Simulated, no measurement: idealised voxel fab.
Herein follows the process module entitled voxel wiring stack.
Square cell edge 5 nm, section width 195 nm, ID cut.
A cross-section is written here as square cells arranged in a grid, and it is given in bands from the top down, each band taking up one or more rows of cells. For a band, the entry starts with two heights in nm, that of the top and then that of the bottom, and carries on with the band's materials in order from left to right, each alongside its width in nm; the word "all across" beside a single material means it fills the band edge to edge, and "air" means empty space. A quick word on heights: they are counted from 0, and under that level the wafer as it came to us is one material throughout. The lowest band is different from the rest in having no bottom; it simply continues downward, written as in "0 and below". The notation "30..40" denotes a width that varies across the rows of cells in the band, beginning at the first number in the top row, finishing at the second number in the bottom row, and changing by an identical amount from each row to the next. When a step is marked "nothing was modified", none of the cells in the cross-section changed during that step. In "closed voids" the enclosed voids are listed, meaning empty spaces of 8 cells or larger without any opening to the top. The form is width x height at distance, distance from the left edge, units nm. If you see something after the settings on a step's line, that's the simulator's own remark about that step. overlay nm: on a step with a mask, how far right of its planned place the mask lay; negative means left. Reading guide: pairs of cross-sections, before and after one process step; after view cut off at lowest changed band; step and settings listed under each pair. Pairs may stem from different runs of this module on the same starting wafer; continuity with the pair above only where the "Pre-process state" entry states it.

Pre-process state
80 down to 60 = SiO2 (25), TiN (5), Ru (15), TiN (5), SiO2 (15), TiN (5), Ru (15), TiN (5), SiO2 (15), TiN (5), Ru (15), TiN (5), SiO2 (15), TiN (5), Ru (15), TiN (5), SiO2 (25)
60 down to 55 = SiCN (25), TiN (25), SiCN (15), TiN (25), SiCN (15), TiN (25), SiCN (15), TiN (25), SiCN (25)
55 down to 40 = lowk (25), Ru (15), lowk (25), Ru (15), lowk (25), Ru (15), lowk (25), Ru (15), lowk (35)
40 down to 35 = SiCN (25), Ru (15), SiCN (25), Ru (15), SiCN (25), Ru (15), SiCN (25), Ru (15), SiCN (35)
35 down to 20 = lowk (20), SiN (5), W (25), SiN (5), lowk (5), SiN (5), W (25), SiN (5), lowk (5), SiN (5), W (25), SiN (5), lowk (5), SiN (5), W (25), SiN (5), lowk (20)
20 down to 15 = SiN (25), W (25), SiN (15), W (25), SiN (15), W (25), SiN (15), W (25), SiN (25)
15 down to 10 = SiCN all across
10 down to 0 = SiO2 all across
0 and below = Si all across
closed voids: none

After
85 down to 80 = SiCN all across
Below 80, no change.
closed voids: none
The process step separating the two cross-sections depicted above is as follows: CONFORMAL_DEP (material SiCN; thk nm 5)

Pre-process state
55 down to 40 = lowk all across
40 down to 35 = SiCN all across
35 down to 15 = lowk (20), SiN (5), W (25), SiN (5), lowk (5), SiN (5), W (25), SiN (5), lowk (5), SiN (5), W (25), SiN (5), lowk (5), SiN (5), W (25), SiN (5), lowk (20)
15 down to 10 = SiN (25), TiN (25), SiN (15), TiN (25), SiN (15), TiN (25), SiN (15), TiN (25), SiN (25)
10 down to 0 = SiO2 all across
0 and below = Si all across
closed voids: none

After
55 down to 40 = air (25), lowk (15), air (25), lowk (15), air (25), lowk (15), air (25), lowk (15), air (35)
Below 40, no change.
closed voids: none
The process step separating the two cross-sections depicted above is as follows: MASKED_ETCH (tone cover; mask id PLUG_1; width nm 15; pitch nm 40; etch materials lowk; depth nm 15; overlay nm 0)

Pre-process state: The initial state for this step is given by the after cross-section of the immediately preceding pair.

After
60 down to 55 = air (20), SiCN (25), air (15), SiCN (25), air (15), SiCN (25), air (15), SiCN (25), air (30)
55 down to 45 = air (20), SiCN (5), lowk (15), SiCN (5), air (15), SiCN (5), lowk (15), SiCN (5), air (15), SiCN (5), lowk (15), SiCN (5), air (15), SiCN (5), lowk (15), SiCN (5), air (30)
45 down to 40 = SiCN (25), lowk (15), SiCN (25), lowk (15), SiCN (25), lowk (15), SiCN (25), lowk (15), SiCN (35)
Below 40, no change.
closed voids: none
The process step separating the two cross-sections depicted above is as follows: CONFORMAL_DEP (material SiCN; thk nm 5)

Pre-process state: The initial state for this step is given by the after cross-section of the immediately preceding pair.

After
80 down to 65 = air (20), SiO2 (25), air (15), SiO2 (25), air (15), SiO2 (25), air (15), SiO2 (25), air (30)
65 down to 60 = SiO2 all across
60 down to 55 = SiO2 (20), SiCN (25), SiO2 (15), SiCN (25), SiO2 (15), SiCN (25), SiO2 (15), SiCN (25), SiO2 (30)
55 down to 45 = SiO2 (20), SiCN (5), lowk (15), SiCN (5), SiO2 (15), SiCN (5), lowk (15), SiCN (5), SiO2 (15), SiCN (5), lowk (15), SiCN (5), SiO2 (15), SiCN (5), lowk (15), SiCN (5), SiO2 (30)
Below 45, no change.
closed voids: none
The process step separating the two cross-sections depicted above is as follows: DIRECTIONAL_DEP (material SiO2; thk nm 20)

Pre-process state: The initial state for this step is given by the after cross-section of the immediately preceding pair.

After
100 down to 80 = resist (25), air (25), resist (15), air (25), resist (15), air (25), resist (15), air (25), resist (25)
80 down to 65 = resist (20), SiO2 (25), air (5), resist (10), SiO2 (25), air (5), resist (10), SiO2 (25), air (5), resist (10), SiO2 (25), air (5), resist (25)
Below 65, no change.
closed voids: none
The process step separating the two cross-sections depicted above is as follows: PATTERN (tone open; mask id METAL_2; material resist; width nm 25; pitch nm 40; thk nm 20; overlay nm 0)

Pre-process state: The initial state for this step is given by the after cross-section of the immediately preceding pair.

After
100 down to 80 = resist (25), air (25), resist (15), air (25), resist (15), air (25), resist (15), air (25), resist (25)
80 down to 65 = resist (20), SiO2 (5), air (25), resist (10), SiO2 (5), air (25), resist (10), SiO2 (5), air (25), resist (10), SiO2 (5), air (25), resist (25)
65 down to 60 = SiO2 (25), air (25), SiO2 (15), air (25), SiO2 (15), air (25), SiO2 (15), air (25), SiO2 (25)
60 down to 55 = SiO2 (20), SiCN (25), air (5), SiO2 (10), SiCN (25), air (5), SiO2 (10), SiCN (25), air (5), SiO2 (10), SiCN (25), air (5), SiO2 (25)
55 down to 45 = SiO2 (20), SiCN (5), lowk (15), SiCN (5), air (5), SiO2 (10), SiCN (5), lowk (15), SiCN (5), air (5), SiO2 (10), SiCN (5), lowk (15), SiCN (5), air (5), SiO2 (10), SiCN (5), lowk (15), SiCN (5), air (5), SiO2 (25)
Below 45, no change.
closed voids: none
The process step separating the two cross-sections depicted above is as follows: DIRECTIONAL_ETCH (etch materials SiO2; depth nm 20)

Pre-process state: The initial state for this step is given by the after cross-section of the immediately preceding pair.

After
100 down to 80 = resist (25), air (25), resist (15), air (25), resist (15), air (25), resist (15), air (25), resist (25)
80 down to 65 = resist (20), SiO2 (5), air (25), resist (10), SiO2 (5), air (25), resist (10), SiO2 (5), air (25), resist (10), SiO2 (5), air (25), resist (25)
65 down to 60 = SiO2 (25), air (25), SiO2 (15), air (25), SiO2 (15), air (25), SiO2 (15), air (25), SiO2 (25)
60 down to 55 = SiO2 (20), SiCN (5), air (25), SiO2 (10), SiCN (5), air (25), SiO2 (10), SiCN (5), air (25), SiO2 (10), SiCN (5), air (25), SiO2 (25)
55 down to 45 = SiO2 (20), SiCN (5), lowk (15), SiCN (5), air (5), SiO2 (10), SiCN (5), lowk (15), SiCN (5), air (5), SiO2 (10), SiCN (5), lowk (15), SiCN (5), air (5), SiO2 (10), SiCN (5), lowk (15), SiCN (5), air (5), SiO2 (25)
45 down to 40 = SiCN (25), lowk (15), SiCN (5), air (5), SiCN (15), lowk (15), SiCN (5), air (5), SiCN (15), lowk (15), SiCN (5), air (5), SiCN (15), lowk (15), SiCN (5), air (5), SiCN (25)
Below 40, no change.
closed voids: none
The process step separating the two cross-sections depicted above is as follows: DIRECTIONAL_ETCH (etch materials SiCN; depth nm 5)

Pre-process state: The initial state for this step is given by the after cross-section of the immediately preceding pair.

After
80 down to 65 = air (20), SiO2 (5), air (35), SiO2 (5), air (35), SiO2 (5), air (35), SiO2 (5), air (50)
Below 65, no change.
closed voids: none
The process step separating the two cross-sections depicted above is as follows: STRIP (etch materials resist)

Pre-process state: The initial state for this step is given by the after cross-section of the immediately preceding pair.

After
85 down to 80 = air (15), TiN (15), air (25), TiN (15), air (25), TiN (15), air (25), TiN (15), air (45)
80 down to 70 = air (15), TiN (5), SiO2 (5), TiN (5), air (25), TiN (5), SiO2 (5), TiN (5), air (25), TiN (5), SiO2 (5), TiN (5), air (25), TiN (5), SiO2 (5), TiN (5), air (45)
70 down to 65 = TiN (20), SiO2 (5), TiN (5), air (15), TiN (15), SiO2 (5), TiN (5), air (15), TiN (15), SiO2 (5), TiN (5), air (15), TiN (15), SiO2 (5), TiN (5), air (15), TiN (30)
65 down to 60 = SiO2 (25), TiN (5), air (15), TiN (5), SiO2 (15), TiN (5), air (15), TiN (5), SiO2 (15), TiN (5), air (15), TiN (5), SiO2 (15), TiN (5), air (15), TiN (5), SiO2 (25)
60 down to 55 = SiO2 (20), SiCN (5), TiN (25), SiO2 (10), SiCN (5), TiN (25), SiO2 (10), SiCN (5), TiN (25), SiO2 (10), SiCN (5), TiN (25), SiO2 (25)
55 down to 45 = SiO2 (20), SiCN (5), lowk (15), SiCN (5), TiN (5), SiO2 (10), SiCN (5), lowk (15), SiCN (5), TiN (5), SiO2 (10), SiCN (5), lowk (15), SiCN (5), TiN (5), SiO2 (10), SiCN (5), lowk (15), SiCN (5), TiN (5), SiO2 (25)
45 down to 40 = SiCN (25), lowk (15), SiCN (5), TiN (5), SiCN (15), lowk (15), SiCN (5), TiN (5), SiCN (15), lowk (15), SiCN (5), TiN (5), SiCN (15), lowk (15), SiCN (5), TiN (5), SiCN (25)
Below 40, no change.
closed voids: none
The process step separating the two cross-sections depicted above is as follows: CONFORMAL_DEP (material TiN; thk nm 5)

Pre-process state: The initial state for this step is given by the after cross-section of the immediately preceding pair.

After
90 down to 85 = Ru all across
85 down to 80 = Ru (15), TiN (15), Ru (25), TiN (15), Ru (25), TiN (15), Ru (25), TiN (15), Ru (45)
80 down to 70 = Ru (15), TiN (5), SiO2 (5), TiN (5), Ru (25), TiN (5), SiO2 (5), TiN (5), Ru (25), TiN (5), SiO2 (5), TiN (5), Ru (25), TiN (5), SiO2 (5), TiN (5), Ru (45)
70 down to 65 = TiN (20), SiO2 (5), TiN (5), Ru (15), TiN (15), SiO2 (5), TiN (5), Ru (15), TiN (15), SiO2 (5), TiN (5), Ru (15), TiN (15), SiO2 (5), TiN (5), Ru (15), TiN (30)
65 down to 60 = SiO2 (25), TiN (5), Ru (15), TiN (5), SiO2 (15), TiN (5), Ru (15), TiN (5), SiO2 (15), TiN (5), Ru (15), TiN (5), SiO2 (15), TiN (5), Ru (15), TiN (5), SiO2 (25)
Below 60, no change.
closed voids: none
The process step separating the two cross-sections depicted above is as follows: FILL_DEP (material Ru; thk nm 5)

Pre-process state: The initial state for this step is given by the after cross-section of the immediately preceding pair.

After
80 down to 70 = Ru (15), TiN (5), SiO2 (5), TiN (5), Ru (25), TiN (5), SiO2 (5), TiN (5), Ru (25), TiN (5), SiO2 (5), TiN (5), Ru (25), TiN (5), SiO2 (5), TiN (5), Ru (45)
Below 70, no change.
closed voids: none
The process step separating the two cross-sections depicted above is as follows: CMP (height nm 80)

Pre-process state: The initial state for this step is given by the after cross-section of the immediately preceding pair.

After
85 down to 80 = SiCN all across
Below 80, no change.
closed voids: none
The process step separating the two cross-sections depicted above is as follows: CONFORMAL_DEP (material SiCN; thk nm 5)
